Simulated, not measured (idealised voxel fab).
process module | voxel transistor to metal
cross-section cut | 180 nm wide | cells 5 nm
A cross-section is a grid of square cells, given in bands from the top down. A band is one or more rows of cells.
Each band's line starts with the height of the band's top and of its bottom, in nm. Then come its materials from left to right, each with its width in nm. One material with "throughout" fills the band from edge to edge. "air" is empty space.
Height 0 is the level under which the wafer as received is all one material. The lowest band goes on downwards, as in "0 down".
A width such as "30 to 40" changes by the same amount from each row of cells to the next, from the band's top row to its bottom row.
"no change" after a step means that no cell of the cross-section changed.
closed voids: empty space of 8 cells or more with no open way to the top, each as width x height at its distance from the left edge, in nm
after a step's settings: what the simulator itself notes on the step
overlay nm, on a step with a mask: how far to the right of its planned place the mask lay; to the left if negative
plan
1 op RECEIVE | material Si
2 op CONFORMAL_DEP | material SiO2 | thk nm 5
3 op CONFORMAL_DEP | material SiN | thk nm 15
4 op MASKED_ETCH | tone cover | mask id ACTIVE | width nm 100 | etch materials SiN | depth nm 15 | overlay nm 0
5 op MASKED_ETCH | tone cover | mask id ACTIVE | width nm 100 | etch materials SiO2 | depth nm 5 | overlay nm 0
6 op MASKED_ETCH | tone cover | mask id ACTIVE | width nm 100 | etch materials Si | depth nm 20 | overlay nm 0
7 op OXIDIZE | depth nm 5
8 op FILL_DEP | material SiO2 | thk nm 10
9 op CMP | height nm 20
10 op SELECTIVE_ETCH | etch materials SiO2 | depth nm 10
11 op STRIP | etch materials SiN
12 op SELECTIVE_ETCH | etch materials SiO2 | depth nm 5
13 op OXIDIZE | depth nm 5
14 op DIRECTIONAL_DEP | material polySi | thk nm 25
15 op DIRECTIONAL_DEP | material SiCN | thk nm 10
16 op DIRECTIONAL_DEP | material aC | thk nm 10
17 op PATTERN | tone cover | mask id GATE | material resist | width nm 20 | thk nm 30 | overlay nm 0
18 op DIRECTIONAL_ETCH | etch materials aC | depth nm 10
19 op STRIP | etch materials resist
20 op DIRECTIONAL_ETCH | etch materials SiCN | depth nm 20
21 op DIRECTIONAL_ETCH | etch materials polySi | depth nm 35
22 op STRIP | etch materials aC
23 op CONFORMAL_DEP | material SiN | thk nm 10
24 op DIRECTIONAL_ETCH | etch materials SiN | depth nm 10
25 op DIRECTIONAL_ETCH | etch materials SiO2 | depth nm 5
26 op DIRECTIONAL_ETCH | etch materials Si | depth nm 10
27 op EPI | material nSi | thk nm 10
28 op FILL_DEP | material SiO2 | thk nm 5
29 op CMP | height nm 35
30 op DIRECTIONAL_DEP | material SiO2 | thk nm 15
31 op MASKED_ETCH | tone open | mask id CONTACT | width nm 20 | pitch nm 70 | etch materials SiO2 | depth nm 55 | overlay nm 0
32 op CONFORMAL_DEP | material TiN | thk nm 5
33 op FILL_DEP | material W | thk nm 5
34 op CMP | height nm 50
35 op DIRECTIONAL_DEP | material TiN | thk nm 5
36 op DIRECTIONAL_DEP | material Ru | thk nm 20
37 op MASKED_ETCH | tone cover | mask id METAL_1 | width nm 20 | pitch nm 70 | etch materials Ru | depth nm 20 | overlay nm 0
38 op MASKED_ETCH | tone cover | mask id METAL_1 | width nm 20 | pitch nm 70 | etch materials TiN | depth nm 5 | overlay nm 0
39 op FILL_DEP | material lowk | thk nm 10
40 op CMP | height nm 75
41 op CONFORMAL_DEP | material SiCN | thk nm 5
42 op DIRECTIONAL_DEP | material lowk | thk nm 30
43 op DIRECTIONAL_DEP | material aC | thk nm 10
44 op PATTERN | tone open | mask id METAL_2_HOLES | material resist | width nm 15 | pitch nm 70 | thk nm 30 | overlay nm 0
45 op DIRECTIONAL_ETCH | etch materials aC | depth nm 10
46 op STRIP | etch materials resist
47 op DIRECTIONAL_ETCH | etch materials lowk | depth nm 30
48 op STRIP | etch materials aC
49 op PATTERN | tone open | mask id METAL_2 | material resist | width nm 20 | pitch nm 70 | thk nm 20 | overlay nm 0
50 op DIRECTIONAL_ETCH | etch materials lowk | depth nm 15
51 op DIRECTIONAL_ETCH | etch materials SiCN | depth nm 5
52 op STRIP | etch materials resist
53 op CONFORMAL_DEP | material TiN | thk nm 5
54 op FILL_DEP | material Ru | thk nm 5
55 op CMP | height nm 110
56 op CONFORMAL_DEP | material SiN | thk nm 5
first wafer, as planned
as received, after step 1
  0 down: Si throughout
  closed voids: none
after step 2
  5 to 0: SiO2 throughout
  below 0: unchanged
after step 3
  20 to 5: SiN throughout
  below 5: unchanged
after step 4
  20 to 5: air 40 | SiN 100 | air 40
  below 5: unchanged
after step 5
  20 to 5: air 40 | SiN 100 | air 40
  5 to 0: air 40 | SiO2 100 | air 40
  below 0: unchanged
after step 6
  20 to 5: air 40 | SiN 100 | air 40
  5 to 0: air 40 | SiO2 100 | air 40
  0 to -20: air 40 | Si 100 | air 40
  below -20: unchanged
after step 7
  20 to 5: air 40 | SiN 100 | air 40
  5 to 0: air 40 | SiO2 100 | air 40
  0 to -20: air 40 | SiO2 5 | Si 90 | SiO2 5 | air 40
  -20 to -25: SiO2 45 | Si 90 | SiO2 45
  below -25: unchanged
after step 8
  30 to 20: SiO2 throughout
  20 to 5: SiO2 40 | SiN 100 | SiO2 40
  5 to 0: SiO2 throughout
  0 to -25: SiO2 45 | Si 90 | SiO2 45
  below -25: unchanged
after step 9
  20 to 5: SiO2 40 | SiN 100 | SiO2 40
  below 5: unchanged
after step 10
  20 to 10: air 40 | SiN 100 | air 40
  below 10: unchanged
after step 11
  10 to 5: SiO2 40 | air 100 | SiO2 40
  below 5: unchanged
after step 12
  5 to 0: SiO2 35 | air 110 | SiO2 35
  below 0: unchanged
after step 13
  5 to 0: SiO2 35 | air 110 | SiO2 35
  0 to -5: SiO2 throughout
  below -5: unchanged
after step 14
  30 to 25: polySi 35 | air 110 | polySi 35
  25 to 5: polySi throughout
  5 to 0: SiO2 35 | polySi 110 | SiO2 35
  below 0: unchanged
after step 15
  40 to 35: SiCN 35 | air 110 | SiCN 35
  35 to 30: SiCN throughout
  30 to 25: polySi 35 | SiCN 110 | polySi 35
  below 25: unchanged
after step 16
  50 to 45: aC 35 | air 110 | aC 35
  45 to 40: aC throughout
  40 to 35: SiCN 35 | aC 110 | SiCN 35
  below 35: unchanged
after step 17
  80 to 50: air 80 | resist 20 | air 80
  50 to 45: aC 35 | air 45 | resist 20 | air 45 | aC 35
  below 45: unchanged
after step 18
  70 to 45: air 80 | resist 20 | air 80
  45 to 40: air 80 | aC 20 | air 80
  40 to 35: SiCN 35 | air 45 | aC 20 | air 45 | SiCN 35
  below 35: unchanged
after step 19
  45 to 40: air 80 | aC 20 | air 80
  below 40: unchanged
after step 20
  45 to 35: air 80 | aC 20 | air 80
  35 to 30: air 80 | SiCN 20 | air 80
  30 to 25: polySi 35 | air 45 | SiCN 20 | air 45 | polySi 35
  below 25: unchanged
after step 21
  45 to 35: air 80 | aC 20 | air 80
  35 to 25: air 80 | SiCN 20 | air 80
  25 to 5: air 80 | polySi 20 | air 80
  5 to 0: SiO2 35 | air 45 | polySi 20 | air 45 | SiO2 35
  below 0: unchanged
after step 22
  35 to 25: air 80 | SiCN 20 | air 80
  below 25: unchanged
after step 23
  45 to 35: air 70 | SiN 40 | air 70
  35 to 25: air 70 | SiN 10 | SiCN 20 | SiN 10 | air 70
  25 to 15: air 70 | SiN 10 | polySi 20 | SiN 10 | air 70
  15 to 10: SiN 45 | air 25 | SiN 10 | polySi 20 | SiN 10 | air 25 | SiN 45
  10 to 5: SiN 80 | polySi 20 | SiN 80
  5 to 0: SiO2 35 | SiN 45 | polySi 20 | SiN 45 | SiO2 35
  below 0: unchanged
after step 24
  35 to 25: air 70 | SiN 10 | SiCN 20 | SiN 10 | air 70
  25 to 5: air 70 | SiN 10 | polySi 20 | SiN 10 | air 70
  5 to 0: SiO2 35 | SiN 10 | air 25 | SiN 10 | polySi 20 | SiN 10 | air 25 | SiN 10 | SiO2 35
  below 0: unchanged
after step 25
  35 to 25: air 70 | SiN 10 | SiCN 20 | SiN 10 | air 70
  25 to 5: air 70 | SiN 10 | polySi 20 | SiN 10 | air 70
  5 to 0: air 35 | SiN 10 | air 25 | SiN 10 | polySi 20 | SiN 10 | air 25 | SiN 10 | air 35
  0 to -5: SiO2 45 | air 25 | SiO2 40 | air 25 | SiO2 45
  below -5: unchanged
after step 26
  35 to 25: air 70 | SiN 10 | SiCN 20 | SiN 10 | air 70
  25 to 5: air 70 | SiN 10 | polySi 20 | SiN 10 | air 70
  5 to 0: air 35 | SiN 10 | air 25 | SiN 10 | polySi 20 | SiN 10 | air 25 | SiN 10 | air 35
  0 to -5: SiO2 45 | air 25 | SiO2 40 | air 25 | SiO2 45
  -5 to -15: SiO2 45 | air 25 | Si 40 | air 25 | SiO2 45
  below -15: unchanged
after step 27
  35 to 25: air 70 | SiN 10 | SiCN 20 | SiN 10 | air 70
  25 to 5: air 70 | SiN 10 | polySi 20 | SiN 10 | air 70
  5 to 0: air 35 | SiN 10 | air 15 | nSi 10 | SiN 10 | polySi 20 | SiN 10 | nSi 10 | air 15 | SiN 10 | air 35
  0 to -5: SiO2 45 | air 15 | nSi 10 | SiO2 40 | nSi 10 | air 15 | SiO2 45
  -5 to -15: SiO2 45 | nSi 25 | Si 40 | nSi 25 | SiO2 45
  below -15: unchanged
after step 28
  40 to 35: SiO2 throughout
  35 to 25: SiO2 70 | SiN 10 | SiCN 20 | SiN 10 | SiO2 70
  25 to 5: SiO2 70 | SiN 10 | polySi 20 | SiN 10 | SiO2 70
  5 to 0: SiO2 35 | SiN 10 | SiO2 15 | nSi 10 | SiN 10 | polySi 20 | SiN 10 | nSi 10 | SiO2 15 | SiN 10 | SiO2 35
  0 to -5: SiO2 60 | nSi 10 | SiO2 40 | nSi 10 | SiO2 60
  below -5: unchanged
after step 29
  35 to 25: SiO2 70 | SiN 10 | SiCN 20 | SiN 10 | SiO2 70
  below 25: unchanged
after step 30
  50 to 35: SiO2 throughout
  below 35: unchanged
after step 31
  50 to 35: SiO2 45 | air 20 | SiO2 50 | air 20 | SiO2 45
  35 to 25: SiO2 45 | air 20 | SiO2 5 | SiN 10 | SiCN 20 | SiN 10 | SiO2 5 | air 20 | SiO2 45
  25 to 5: SiO2 45 | air 20 | SiO2 5 | SiN 10 | polySi 20 | SiN 10 | SiO2 5 | air 20 | SiO2 45
  5 to 0: SiO2 35 | SiN 10 | air 15 | nSi 10 | SiN 10 | polySi 20 | SiN 10 | nSi 10 | air 15 | SiN 10 | SiO2 35
  0 to -5: SiO2 45 | air 15 | nSi 10 | SiO2 40 | nSi 10 | air 15 | SiO2 45
  below -5: unchanged
after step 32
  55 to 50: TiN 50 | air 10 | TiN 60 | air 10 | TiN 50
  50 to 35: SiO2 45 | TiN 5 | air 10 | TiN 5 | SiO2 50 | TiN 5 | air 10 | TiN 5 | SiO2 45
  35 to 25: SiO2 45 | TiN 5 | air 10 | TiN 5 | SiO2 5 | SiN 10 | SiCN 20 | SiN 10 | SiO2 5 | TiN 5 | air 10 | TiN 5 | SiO2 45
  25 to 10: SiO2 45 | TiN 5 | air 10 | TiN 5 | SiO2 5 | SiN 10 | polySi 20 | SiN 10 | SiO2 5 | TiN 5 | air 10 | TiN 5 | SiO2 45
  10 to 5: SiO2 45 | TiN 5 | air 5 | TiN 10 | SiO2 5 | SiN 10 | polySi 20 | SiN 10 | SiO2 5 | TiN 10 | air 5 | TiN 5 | SiO2 45
  5 to 0: SiO2 35 | SiN 10 | TiN 5 | air 5 | TiN 5 | nSi 10 | SiN 10 | polySi 20 | SiN 10 | nSi 10 | TiN 5 | air 5 | TiN 5 | SiN 10 | SiO2 35
  0 to -5: SiO2 45 | TiN 15 | nSi 10 | SiO2 40 | nSi 10 | TiN 15 | SiO2 45
  below -5: unchanged
after step 33
  60 to 55: W throughout
  55 to 50: TiN 50 | W 10 | TiN 60 | W 10 | TiN 50
  50 to 35: SiO2 45 | TiN 5 | W 10 | TiN 5 | SiO2 50 | TiN 5 | W 10 | TiN 5 | SiO2 45
  35 to 25: SiO2 45 | TiN 5 | W 10 | TiN 5 | SiO2 5 | SiN 10 | SiCN 20 | SiN 10 | SiO2 5 | TiN 5 | W 10 | TiN 5 | SiO2 45
  25 to 10: SiO2 45 | TiN 5 | W 10 | TiN 5 | SiO2 5 | SiN 10 | polySi 20 | SiN 10 | SiO2 5 | TiN 5 | W 10 | TiN 5 | SiO2 45
  10 to 5: SiO2 45 | TiN 5 | W 5 | TiN 10 | SiO2 5 | SiN 10 | polySi 20 | SiN 10 | SiO2 5 | TiN 10 | W 5 | TiN 5 | SiO2 45
  5 to 0: SiO2 35 | SiN 10 | TiN 5 | W 5 | TiN 5 | nSi 10 | SiN 10 | polySi 20 | SiN 10 | nSi 10 | TiN 5 | W 5 | TiN 5 | SiN 10 | SiO2 35
  below 0: unchanged
after step 34
  50 to 35: SiO2 45 | TiN 5 | W 10 | TiN 5 | SiO2 50 | TiN 5 | W 10 | TiN 5 | SiO2 45
  below 35: unchanged
after step 35
  55 to 50: TiN throughout
  below 50: unchanged
after step 36
  75 to 55: Ru throughout
  below 55: unchanged
after step 37
  75 to 55: air 45 | Ru 20 | air 50 | Ru 20 | air 45
  below 55: unchanged
after step 38
  75 to 55: air 45 | Ru 20 | air 50 | Ru 20 | air 45
  55 to 50: air 45 | TiN 20 | air 50 | TiN 20 | air 45
  below 50: unchanged
after step 39
  85 to 75: lowk throughout
  75 to 55: lowk 45 | Ru 20 | lowk 50 | Ru 20 | lowk 45
  55 to 50: lowk 45 | TiN 20 | lowk 50 | TiN 20 | lowk 45
  below 50: unchanged
after step 40
  75 to 55: lowk 45 | Ru 20 | lowk 50 | Ru 20 | lowk 45
  below 55: unchanged
after step 41
  80 to 75: SiCN throughout
  below 75: unchanged
after step 42
  110 to 80: lowk throughout
  below 80: unchanged
after step 43
  120 to 110: aC throughout
  below 110: unchanged
after step 44
  150 to 120: resist 45 | air 15 | resist 55 | air 15 | resist 50
  below 120: unchanged
after step 45
  140 to 120: resist 45 | air 15 | resist 55 | air 15 | resist 50
  120 to 110: aC 45 | air 15 | aC 55 | air 15 | aC 50
  below 110: unchanged
after step 46
  120 to 110: aC 45 | air 15 | aC 55 | air 15 | aC 50
  below 110: unchanged
after step 47
  120 to 110: aC 45 | air 15 | aC 55 | air 15 | aC 50
  110 to 80: lowk 45 | air 15 | lowk 55 | air 15 | lowk 50
  below 80: unchanged
after step 48
  110 to 80: lowk 45 | air 15 | lowk 55 | air 15 | lowk 50
  below 80: unchanged
after step 49
  130 to 110: resist 45 | air 20 | resist 50 | air 20 | resist 45
  below 110: unchanged
after step 50
  130 to 110: resist 45 | air 20 | resist 50 | air 20 | resist 45
  110 to 95: lowk 45 | air 20 | lowk 50 | air 20 | lowk 45
  below 95: unchanged
after step 51
  130 to 110: resist 45 | air 20 | resist 50 | air 20 | resist 45
  110 to 95: lowk 45 | air 20 | lowk 50 | air 20 | lowk 45
  95 to 80: lowk 45 | air 15 | lowk 55 | air 15 | lowk 50
  80 to 75: SiCN 45 | air 15 | SiCN 55 | air 15 | SiCN 50
  below 75: unchanged
after step 52
  110 to 95: lowk 45 | air 20 | lowk 50 | air 20 | lowk 45
  below 95: unchanged
after step 53
  115 to 110: TiN 50 | air 10 | TiN 60 | air 10 | TiN 50
  110 to 100: lowk 45 | TiN 5 | air 10 | TiN 5 | lowk 50 | TiN 5 | air 10 | TiN 5 | lowk 45
  100 to 95: lowk 45 | TiN 5 | air 5 | TiN 10 | lowk 50 | TiN 5 | air 5 | TiN 10 | lowk 45
  95 to 80: lowk 45 | TiN 5 | air 5 | TiN 5 | lowk 55 | TiN 5 | air 5 | TiN 5 | lowk 50
  80 to 75: SiCN 45 | TiN 15 | SiCN 55 | TiN 15 | SiCN 50
  below 75: unchanged
after step 54
  120 to 115: Ru throughout
  115 to 110: TiN 50 | Ru 10 | TiN 60 | Ru 10 | TiN 50
  110 to 100: lowk 45 | TiN 5 | Ru 10 | TiN 5 | lowk 50 | TiN 5 | Ru 10 | TiN 5 | lowk 45
  100 to 95: lowk 45 | TiN 5 | Ru 5 | TiN 10 | lowk 50 | TiN 5 | Ru 5 | TiN 10 | lowk 45
  95 to 80: lowk 45 | TiN 5 | Ru 5 | TiN 5 | lowk 55 | TiN 5 | Ru 5 | TiN 5 | lowk 50
  below 80: unchanged
after step 55
  110 to 100: lowk 45 | TiN 5 | Ru 10 | TiN 5 | lowk 50 | TiN 5 | Ru 10 | TiN 5 | lowk 45
  below 100: unchanged
after step 56
  115 to 110: SiN throughout
  below 110: unchanged
second wafer: like start, like plan, one mistake. Through step 5 it matches the first wafer
when step 6 should have ended
  20 to 5: air 40 | SiN 100 | air 40
  5 to 0: air 40 | SiO2 100 | air 40
  0 to -10: air 40 | Si 100 | air 40
  below -10: unchanged
when step 7 should have ended
  20 to 5: air 40 | SiN 100 | air 40
  5 to 0: air 40 | SiO2 100 | air 40
  0 to -10: air 40 | SiO2 5 | Si 90 | SiO2 5 | air 40
  -10 to -15: SiO2 45 | Si 90 | SiO2 45
  below -15: unchanged
when step 8 should have ended
  30 to 20: SiO2 throughout
  20 to 5: SiO2 40 | SiN 100 | SiO2 40
  5 to 0: SiO2 throughout
  0 to -15: SiO2 45 | Si 90 | SiO2 45
  below -15: unchanged
when step 9 should have ended
  20 to 5: SiO2 40 | SiN 100 | SiO2 40
  below 5: unchanged
when step 10 should have ended
  20 to 10: air 40 | SiN 100 | air 40
  below 10: unchanged
when step 11 should have ended
  10 to 5: SiO2 40 | air 100 | SiO2 40
  below 5: unchanged
when step 12 should have ended
  5 to 0: SiO2 35 | air 110 | SiO2 35
  below 0: unchanged
when step 13 should have ended
  5 to 0: SiO2 35 | air 110 | SiO2 35
  0 to -5: SiO2 throughout
  below -5: unchanged
when step 14 should have ended
  30 to 25: polySi 35 | air 110 | polySi 35
  25 to 5: polySi throughout
  5 to 0: SiO2 35 | polySi 110 | SiO2 35
  below 0: unchanged
when step 15 should have ended
  40 to 35: SiCN 35 | air 110 | SiCN 35
  35 to 30: SiCN throughout
  30 to 25: polySi 35 | SiCN 110 | polySi 35
  below 25: unchanged
when step 16 should have ended
  50 to 45: aC 35 | air 110 | aC 35
  45 to 40: aC throughout
  40 to 35: SiCN 35 | aC 110 | SiCN 35
  below 35: unchanged
when step 17 should have ended
  80 to 50: air 80 | resist 20 | air 80
  50 to 45: aC 35 | air 45 | resist 20 | air 45 | aC 35
  below 45: unchanged
when step 18 should have ended
  70 to 45: air 80 | resist 20 | air 80
  45 to 40: air 80 | aC 20 | air 80
  40 to 35: SiCN 35 | air 45 | aC 20 | air 45 | SiCN 35
  below 35: unchanged
when step 19 should have ended
  45 to 40: air 80 | aC 20 | air 80
  below 40: unchanged
when step 20 should have ended
  45 to 35: air 80 | aC 20 | air 80
  35 to 30: air 80 | SiCN 20 | air 80
  30 to 25: polySi 35 | air 45 | SiCN 20 | air 45 | polySi 35
  below 25: unchanged
when step 21 should have ended
  45 to 35: air 80 | aC 20 | air 80
  35 to 25: air 80 | SiCN 20 | air 80
  25 to 5: air 80 | polySi 20 | air 80
  5 to 0: SiO2 35 | air 45 | polySi 20 | air 45 | SiO2 35
  below 0: unchanged
when step 22 should have ended
  35 to 25: air 80 | SiCN 20 | air 80
  below 25: unchanged
when step 23 should have ended
  45 to 35: air 70 | SiN 40 | air 70
  35 to 25: air 70 | SiN 10 | SiCN 20 | SiN 10 | air 70
  25 to 15: air 70 | SiN 10 | polySi 20 | SiN 10 | air 70
  15 to 10: SiN 45 | air 25 | SiN 10 | polySi 20 | SiN 10 | air 25 | SiN 45
  10 to 5: SiN 80 | polySi 20 | SiN 80
  5 to 0: SiO2 35 | SiN 45 | polySi 20 | SiN 45 | SiO2 35
  below 0: unchanged
when step 24 should have ended
  35 to 25: air 70 | SiN 10 | SiCN 20 | SiN 10 | air 70
  25 to 5: air 70 | SiN 10 | polySi 20 | SiN 10 | air 70
  5 to 0: SiO2 35 | SiN 10 | air 25 | SiN 10 | polySi 20 | SiN 10 | air 25 | SiN 10 | SiO2 35
  below 0: unchanged
when step 25 should have ended
  35 to 25: air 70 | SiN 10 | SiCN 20 | SiN 10 | air 70
  25 to 5: air 70 | SiN 10 | polySi 20 | SiN 10 | air 70
  5 to 0: air 35 | SiN 10 | air 25 | SiN 10 | polySi 20 | SiN 10 | air 25 | SiN 10 | air 35
  0 to -5: SiO2 45 | air 25 | SiO2 40 | air 25 | SiO2 45
  below -5: unchanged
when step 26 should have ended
  35 to 25: air 70 | SiN 10 | SiCN 20 | SiN 10 | air 70
  25 to 5: air 70 | SiN 10 | polySi 20 | SiN 10 | air 70
  5 to 0: air 35 | SiN 10 | air 25 | SiN 10 | polySi 20 | SiN 10 | air 25 | SiN 10 | air 35
  0 to -5: SiO2 45 | air 25 | SiO2 40 | air 25 | SiO2 45
  -5 to -15: SiO2 45 | air 25 | Si 40 | air 25 | SiO2 45
  below -15: unchanged
when step 27 should have ended
  35 to 25: air 70 | SiN 10 | SiCN 20 | SiN 10 | air 70
  25 to 5: air 70 | SiN 10 | polySi 20 | SiN 10 | air 70
  5 to 0: air 35 | SiN 10 | air 15 | nSi 10 | SiN 10 | polySi 20 | SiN 10 | nSi 10 | air 15 | SiN 10 | air 35
  0 to -5: SiO2 45 | air 15 | nSi 10 | SiO2 40 | nSi 10 | air 15 | SiO2 45
  -5 to -15: SiO2 45 | nSi 25 | Si 40 | nSi 25 | SiO2 45
  below -15: unchanged
when step 28 should have ended
  40 to 35: SiO2 throughout
  35 to 25: SiO2 70 | SiN 10 | SiCN 20 | SiN 10 | SiO2 70
  25 to 5: SiO2 70 | SiN 10 | polySi 20 | SiN 10 | SiO2 70
  5 to 0: SiO2 35 | SiN 10 | SiO2 15 | nSi 10 | SiN 10 | polySi 20 | SiN 10 | nSi 10 | SiO2 15 | SiN 10 | SiO2 35
  0 to -5: SiO2 60 | nSi 10 | SiO2 40 | nSi 10 | SiO2 60
  below -5: unchanged
when step 29 should have ended
  35 to 25: SiO2 70 | SiN 10 | SiCN 20 | SiN 10 | SiO2 70
  below 25: unchanged
when step 30 should have ended
  50 to 35: SiO2 throughout
  below 35: unchanged
when step 31 should have ended
  50 to 35: SiO2 45 | air 20 | SiO2 50 | air 20 | SiO2 45
  35 to 25: SiO2 45 | air 20 | SiO2 5 | SiN 10 | SiCN 20 | SiN 10 | SiO2 5 | air 20 | SiO2 45
  25 to 5: SiO2 45 | air 20 | SiO2 5 | SiN 10 | polySi 20 | SiN 10 | SiO2 5 | air 20 | SiO2 45
  5 to 0: SiO2 35 | SiN 10 | air 15 | nSi 10 | SiN 10 | polySi 20 | SiN 10 | nSi 10 | air 15 | SiN 10 | SiO2 35
  0 to -5: SiO2 45 | air 15 | nSi 10 | SiO2 40 | nSi 10 | air 15 | SiO2 45
  below -5: unchanged
when step 32 should have ended
  55 to 50: TiN 50 | air 10 | TiN 60 | air 10 | TiN 50
  50 to 35: SiO2 45 | TiN 5 | air 10 | TiN 5 | SiO2 50 | TiN 5 | air 10 | TiN 5 | SiO2 45
  35 to 25: SiO2 45 | TiN 5 | air 10 | TiN 5 | SiO2 5 | SiN 10 | SiCN 20 | SiN 10 | SiO2 5 | TiN 5 | air 10 | TiN 5 | SiO2 45
  25 to 10: SiO2 45 | TiN 5 | air 10 | TiN 5 | SiO2 5 | SiN 10 | polySi 20 | SiN 10 | SiO2 5 | TiN 5 | air 10 | TiN 5 | SiO2 45
  10 to 5: SiO2 45 | TiN 5 | air 5 | TiN 10 | SiO2 5 | SiN 10 | polySi 20 | SiN 10 | SiO2 5 | TiN 10 | air 5 | TiN 5 | SiO2 45
  5 to 0: SiO2 35 | SiN 10 | TiN 5 | air 5 | TiN 5 | nSi 10 | SiN 10 | polySi 20 | SiN 10 | nSi 10 | TiN 5 | air 5 | TiN 5 | SiN 10 | SiO2 35
  0 to -5: SiO2 45 | TiN 15 | nSi 10 | SiO2 40 | nSi 10 | TiN 15 | SiO2 45
  below -5: unchanged
when step 33 should have ended
  60 to 55: W throughout
  55 to 50: TiN 50 | W 10 | TiN 60 | W 10 | TiN 50
  50 to 35: SiO2 45 | TiN 5 | W 10 | TiN 5 | SiO2 50 | TiN 5 | W 10 | TiN 5 | SiO2 45
  35 to 25: SiO2 45 | TiN 5 | W 10 | TiN 5 | SiO2 5 | SiN 10 | SiCN 20 | SiN 10 | SiO2 5 | TiN 5 | W 10 | TiN 5 | SiO2 45
  25 to 10: SiO2 45 | TiN 5 | W 10 | TiN 5 | SiO2 5 | SiN 10 | polySi 20 | SiN 10 | SiO2 5 | TiN 5 | W 10 | TiN 5 | SiO2 45
  10 to 5: SiO2 45 | TiN 5 | W 5 | TiN 10 | SiO2 5 | SiN 10 | polySi 20 | SiN 10 | SiO2 5 | TiN 10 | W 5 | TiN 5 | SiO2 45
  5 to 0: SiO2 35 | SiN 10 | TiN 5 | W 5 | TiN 5 | nSi 10 | SiN 10 | polySi 20 | SiN 10 | nSi 10 | TiN 5 | W 5 | TiN 5 | SiN 10 | SiO2 35
  below 0: unchanged
when step 34 should have ended
  50 to 35: SiO2 45 | TiN 5 | W 10 | TiN 5 | SiO2 50 | TiN 5 | W 10 | TiN 5 | SiO2 45
  below 35: unchanged
when step 35 should have ended
  55 to 50: TiN throughout
  below 50: unchanged
when step 36 should have ended
  75 to 55: Ru throughout
  below 55: unchanged
when step 37 should have ended
  75 to 55: air 45 | Ru 20 | air 50 | Ru 20 | air 45
  below 55: unchanged
when step 38 should have ended
  75 to 55: air 45 | Ru 20 | air 50 | Ru 20 | air 45
  55 to 50: air 45 | TiN 20 | air 50 | TiN 20 | air 45
  below 50: unchanged
when step 39 should have ended
  85 to 75: lowk throughout
  75 to 55: lowk 45 | Ru 20 | lowk 50 | Ru 20 | lowk 45
  55 to 50: lowk 45 | TiN 20 | lowk 50 | TiN 20 | lowk 45
  below 50: unchanged
when step 40 should have ended
  75 to 55: lowk 45 | Ru 20 | lowk 50 | Ru 20 | lowk 45
  below 55: unchanged
when step 41 should have ended
  80 to 75: SiCN throughout
  below 75: unchanged
when step 42 should have ended
  110 to 80: lowk throughout
  below 80: unchanged
when step 43 should have ended
  120 to 110: aC throughout
  below 110: unchanged
when step 44 should have ended
  150 to 120: resist 45 | air 15 | resist 55 | air 15 | resist 50
  below 120: unchanged
when step 45 should have ended
  140 to 120: resist 45 | air 15 | resist 55 | air 15 | resist 50
  120 to 110: aC 45 | air 15 | aC 55 | air 15 | aC 50
  below 110: unchanged
when step 46 should have ended
  120 to 110: aC 45 | air 15 | aC 55 | air 15 | aC 50
  below 110: unchanged
when step 47 should have ended
  120 to 110: aC 45 | air 15 | aC 55 | air 15 | aC 50
  110 to 80: lowk 45 | air 15 | lowk 55 | air 15 | lowk 50
  below 80: unchanged
when step 48 should have ended
  110 to 80: lowk 45 | air 15 | lowk 55 | air 15 | lowk 50
  below 80: unchanged
when step 49 should have ended
  130 to 110: resist 45 | air 20 | resist 50 | air 20 | resist 45
  below 110: unchanged
when step 50 should have ended
  130 to 110: resist 45 | air 20 | resist 50 | air 20 | resist 45
  110 to 95: lowk 45 | air 20 | lowk 50 | air 20 | lowk 45
  below 95: unchanged
when step 51 should have ended
  130 to 110: resist 45 | air 20 | resist 50 | air 20 | resist 45
  110 to 95: lowk 45 | air 20 | lowk 50 | air 20 | lowk 45
  95 to 80: lowk 45 | air 15 | lowk 55 | air 15 | lowk 50
  80 to 75: SiCN 45 | air 15 | SiCN 55 | air 15 | SiCN 50
  below 75: unchanged
when step 52 should have ended
  110 to 95: lowk 45 | air 20 | lowk 50 | air 20 | lowk 45
  below 95: unchanged
when step 53 should have ended
  115 to 110: TiN 50 | air 10 | TiN 60 | air 10 | TiN 50
  110 to 100: lowk 45 | TiN 5 | air 10 | TiN 5 | lowk 50 | TiN 5 | air 10 | TiN 5 | lowk 45
  100 to 95: lowk 45 | TiN 5 | air 5 | TiN 10 | lowk 50 | TiN 5 | air 5 | TiN 10 | lowk 45
  95 to 80: lowk 45 | TiN 5 | air 5 | TiN 5 | lowk 55 | TiN 5 | air 5 | TiN 5 | lowk 50
  80 to 75: SiCN 45 | TiN 15 | SiCN 55 | TiN 15 | SiCN 50
  below 75: unchanged
when step 54 should have ended
  120 to 115: Ru throughout
  115 to 110: TiN 50 | Ru 10 | TiN 60 | Ru 10 | TiN 50
  110 to 100: lowk 45 | TiN 5 | Ru 10 | TiN 5 | lowk 50 | TiN 5 | Ru 10 | TiN 5 | lowk 45
  100 to 95: lowk 45 | TiN 5 | Ru 5 | TiN 10 | lowk 50 | TiN 5 | Ru 5 | TiN 10 | lowk 45
  95 to 80: lowk 45 | TiN 5 | Ru 5 | TiN 5 | lowk 55 | TiN 5 | Ru 5 | TiN 5 | lowk 50
  below 80: unchanged
when step 55 should have ended
  110 to 100: lowk 45 | TiN 5 | Ru 10 | TiN 5 | lowk 50 | TiN 5 | Ru 10 | TiN 5 | lowk 45
  below 100: unchanged
when step 56 should have ended
  115 to 110: SiN throughout
  below 110: unchanged
what went wrong: step 6 ran as: op MASKED_ETCH | tone cover | mask id ACTIVE | width nm 100 | etch materials Si | depth nm 10 | overlay nm 0
at the end the second wafer has, in cells: 36 more of Si | 36 fewer of SiO2
